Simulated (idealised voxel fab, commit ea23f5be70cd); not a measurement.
process module | voxel gate over fins
cross-section cut | 255 nm wide | cells 5 nm
A cross-section is a grid of square cells, given in bands from the top down. A band is one or more rows of cells.
Each band's line starts with the height of the band's top and of its bottom, in nm. Then come its materials from left to right, each with its width in nm. One material with "throughout" fills the band from edge to edge. "air" is empty space.
Height 0 is the level under which the wafer as received is all one material. The lowest band goes on downwards, as in "0 down".
A width such as "30 to 40" changes by the same amount from each row of cells to the next, from the band's top row to its bottom row.
"no change" after a step means that no cell of the cross-section changed.
closed voids: empty space of 8 cells or more with no open way to the top, each as width x height at its distance from the left edge, in nm
after a step's settings: what the simulator itself notes on the step
overlay nm, on a step with a mask: how far to the right of its planned place the mask lay; to the left if negative
plan
1 op RECEIVE | material Si
2 op CONFORMAL_DEP | material SiN | thk nm 5
3 op DIRECTIONAL_DEP | material aC | thk nm 10
4 op PATTERN | tone cover | mask id FINS | material resist | width nm 15 | pitch nm 50 | thk nm 25 | overlay nm 0
5 op DIRECTIONAL_ETCH | etch materials aC | depth nm 10
6 op STRIP | etch materials resist
7 op DIRECTIONAL_ETCH | etch materials SiN | depth nm 5
8 op DIRECTIONAL_ETCH | etch materials Si | depth nm 20
9 op STRIP | etch materials aC
10 op FILL_DEP | material SiO2 | thk nm 15
11 op CMP | height nm 5
12 op MASKED_ETCH | tone open | mask id RAIL | width nm 15 | etch materials SiO2 | depth nm 30 | overlay nm 0
13 op CONFORMAL_DEP | material TiN | thk nm 5
14 op FILL_DEP | material W | thk nm 10
15 op CMP | height nm 5
16 op SELECTIVE_ETCH | etch materials W Ru TiN | depth nm 25
17 op FILL_DEP | material SiO2 | thk nm 5
18 op CMP | height nm 5
19 op SELECTIVE_ETCH | etch materials SiO2 | depth nm 15
20 op STRIP | etch materials SiN
21 op CONFORMAL_DEP | material HfO2 | thk nm 5
22 op CONFORMAL_DEP | material TiN | thk nm 5
23 op CONFORMAL_DEP | material TiAl | thk nm 5
24 op CONFORMAL_DEP | material TiN | thk nm 5
25 op FILL_DEP | material W | thk nm 15
26 op CMP | height nm 30
27 op CONFORMAL_DEP | material SiN | thk nm 5
varied across the wafers: depth nm of step 8. The plan shows the first wafer's value. All wafers start alike
first wafer as received, after step 1
  0 down: Si throughout
  closed voids: none
each wafer at the end: cells of each material gained (+) or lost (-) since it was received, then its closed voids
depth nm 20 | +63 HfO2 | -168 Si | +51 SiN | +84 SiO2 | +63 TiAl | +122 TiN | +142 W | closed voids: none
depth nm 25 | +63 HfO2 | -210 Si | +51 SiN | +123 SiO2 | +63 TiAl | +125 TiN | +142 W | closed voids: none
depth nm 30 | +63 HfO2 | -252 Si | +51 SiN | +165 SiO2 | +63 TiAl | +125 TiN | +142 W | closed voids: none
depth nm 35 | +63 HfO2 | -294 Si | +51 SiN | +207 SiO2 | +63 TiAl | +125 TiN | +142 W | closed voids: none
depth nm 40 | +63 HfO2 | -336 Si | +51 SiN | +249 SiO2 | +63 TiAl | +125 TiN | +142 W | closed voids: none
depth nm 45 | +63 HfO2 | -378 Si | +51 SiN | +291 SiO2 | +63 TiAl | +125 TiN | +142 W | closed voids: none
